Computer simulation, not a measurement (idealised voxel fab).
Process module in this document: voxel quadruple lines
cross-section cut | 140 nm wide | cells 5 nm
Each cross-section below is a grid of square cells, stated as bands in top-down order, with one or more rows of cells making up each band.
It is stipulated that each band's entry specify, in nanometres, the height of the top of the band and then that of its bottom, followed by the materials of the band in left-to-right sequence, each together with its width in nanometres. A single material marked by the word "edge to edge" is understood to fill the band from edge to edge; the word "blank" is understood to denote empty space.
The reference from which all heights are counted is 0, the level beneath which the as-received wafer is entirely one material; the lowest band, having no lower bound, proceeds downward and is written after the example "0 nm and below".
The two numbers in a width such as "30..40" mark its ends across the band: the first belongs to the top row of cells, the second to the bottom row, and from each row to the next the width moves by the same amount.
Any step labelled "stayed the same" changed none of the cells in the cross-section.
The label "Closed cavities" introduces a list of the empty spaces, 8 cells or larger, that have no open way up to the top; each entry in it reads width x height at distance, where the distance is taken from the left edge and all three are stated in nm.
Where a step's line continues beyond its settings, the continuation is a remark by the simulator itself on that step.
What "overlay nm" on a step's line means: if the step has a mask, that mask lay this far to the right of its planned place, or, when the value is negative, to the left.

Steps in the process plan:
step 1: RECEIVE (material Si)
step 2: CONFORMAL_DEP (material SiO2; thk nm 10)
step 3: DIRECTIONAL_DEP (material Ru; thk nm 10)
step 4: DIRECTIONAL_DEP (material polySi; thk nm 20)
step 5: DIRECTIONAL_DEP (material aC; thk nm 20)
step 6: PATTERN (tone cover; mask id MANDREL; material resist; width nm 35; thk nm 25; overlay nm 0)
step 7: DIRECTIONAL_ETCH (etch materials aC; depth nm 20)
step 8: STRIP (etch materials resist)
step 9: CONFORMAL_DEP (material SiO2; thk nm 15)
step 10: DIRECTIONAL_ETCH (etch materials SiO2; depth nm 15)
step 11: STRIP (etch materials aC)
step 12: DIRECTIONAL_ETCH (etch materials polySi; depth nm 20)
step 13: STRIP (etch materials SiO2)
step 14: CONFORMAL_DEP (material SiN; thk nm 10)
step 15: DIRECTIONAL_ETCH (etch materials SiN; depth nm 10)
step 16: STRIP (etch materials polySi)
step 17: DIRECTIONAL_ETCH (etch materials Ru; depth nm 10)
step 18: STRIP (etch materials SiN)

Account of the first of two wafers, which was processed as intended:

As received (post step 1): cross-section:
* 0 nm and below | Si edge to edge
* Closed cavities: none

Take a look at the wafer's cross-section after step 2:
* 10 nm to 0 nm | SiO2 edge to edge
* Below 0, no change.

Take a look at the wafer's cross-section after step 3:
* 20 nm to 10 nm | Ru edge to edge
* Below 10, no change.

Take a look at the wafer's cross-section after step 4:
* 40 nm to 20 nm | polySi edge to edge
* Below 20, no change.

Take a look at the wafer's cross-section after step 5:
* 60 nm to 40 nm | aC edge to edge
* Below 40, no change.

Take a look at the wafer's cross-section after step 6:
* 85 nm to 60 nm | blank: 50 | resist: 35 | blank: 55
* Below 60, no change.

Take a look at the wafer's cross-section after step 7:
* 65 nm to 60 nm | blank: 50 | resist: 35 | blank: 55
* 60 nm to 40 nm | blank: 50 | aC: 35 | blank: 55
* Below 40, no change.

Take a look at the wafer's cross-section after step 8:
* 60 nm to 40 nm | blank: 50 | aC: 35 | blank: 55
* Below 40, no change.

Take a look at the wafer's cross-section after step 9:
* 75 nm to 60 nm | blank: 35 | SiO2: 65 | blank: 40
* 60 nm to 55 nm | blank: 35 | SiO2: 15 | aC: 35 | SiO2: 15 | blank: 40
* 55 nm to 40 nm | SiO2: 50 | aC: 35 | SiO2: 55
* Below 40, no change.

Take a look at the wafer's cross-section after step 10:
* 60 nm to 40 nm | blank: 35 | SiO2: 15 | aC: 35 | SiO2: 15 | blank: 40
* Below 40, no change.

Take a look at the wafer's cross-section after step 11:
* 60 nm to 40 nm | blank: 35 | SiO2: 15 | blank: 35 | SiO2: 15 | blank: 40
* Below 40, no change.

Take a look at the wafer's cross-section after step 12:
* 60 nm to 40 nm | blank: 35 | SiO2: 15 | blank: 35 | SiO2: 15 | blank: 40
* 40 nm to 20 nm | blank: 35 | polySi: 15 | blank: 35 | polySi: 15 | blank: 40
* Below 20, no change.

Take a look at the wafer's cross-section after step 13:
* 40 nm to 20 nm | blank: 35 | polySi: 15 | blank: 35 | polySi: 15 | blank: 40
* Below 20, no change.

Take a look at the wafer's cross-section after step 14:
* 50 nm to 40 nm | blank: 25 | SiN: 35 | blank: 15 | SiN: 35 | blank: 30
* 40 nm to 30 nm | blank: 25 | SiN: 10 | polySi: 15 | SiN: 10 | blank: 15 | SiN: 10 | polySi: 15 | SiN: 10 | blank: 30
* 30 nm to 20 nm | SiN: 35 | polySi: 15 | SiN: 35 | polySi: 15 | SiN: 40
* Below 20, no change.

Take a look at the wafer's cross-section after step 15:
* 40 nm to 20 nm | blank: 25 | SiN: 10 | polySi: 15 | SiN: 10 | blank: 15 | SiN: 10 | polySi: 15 | SiN: 10 | blank: 30
* Below 20, no change.

Take a look at the wafer's cross-section after step 16:
* 40 nm to 20 nm | blank: 25 | SiN: 10 | blank: 15 | SiN: 10 | blank: 15 | SiN: 10 | blank: 15 | SiN: 10 | blank: 30
* Below 20, no change.

Take a look at the wafer's cross-section after step 17:
* 40 nm to 20 nm | blank: 25 | SiN: 10 | blank: 15 | SiN: 10 | blank: 15 | SiN: 10 | blank: 15 | SiN: 10 | blank: 30
* 20 nm to 10 nm | blank: 25 | Ru: 10 | blank: 15 | Ru: 10 | blank: 15 | Ru: 10 | blank: 15 | Ru: 10 | blank: 30
* Below 10, no change.

Take a look at the wafer's cross-section after step 18:
* 20 nm to 10 nm | blank: 25 | Ru: 10 | blank: 15 | Ru: 10 | blank: 15 | Ru: 10 | blank: 15 | Ru: 10 | blank: 30
* Below 10, no change.

Here the second wafer is described. Its start and its plan were those of the first wafer. Its run contained one mistake. Up to and including step 16, it did exactly what the first wafer did:

Planned end of step 17: second wafer, cross-section:
* 40 nm to 20 nm | blank: 25 | SiN: 10 | blank: 15 | SiN: 10 | blank: 15 | SiN: 10 | blank: 15 | SiN: 10 | blank: 30
* 20 nm to 15 nm | blank: 25 | Ru: 10 | blank: 15 | Ru: 10 | blank: 15 | Ru: 10 | blank: 15 | Ru: 10 | blank: 30
* Below 15, no change.

Planned end of step 18: second wafer, cross-section:
* 20 nm to 15 nm | blank: 25 | Ru: 10 | blank: 15 | Ru: 10 | blank: 15 | Ru: 10 | blank: 15 | Ru: 10 | blank: 30
* Below 15, no change.
Processing error: off-plan run, step 17, actual operation and settings DIRECTIONAL_ETCH (etch materials Ru; depth nm 5)
Upon completion, the second wafer contains, in terms of cells, a greater or smaller amount of certain materials than the first wafer: Ru +20
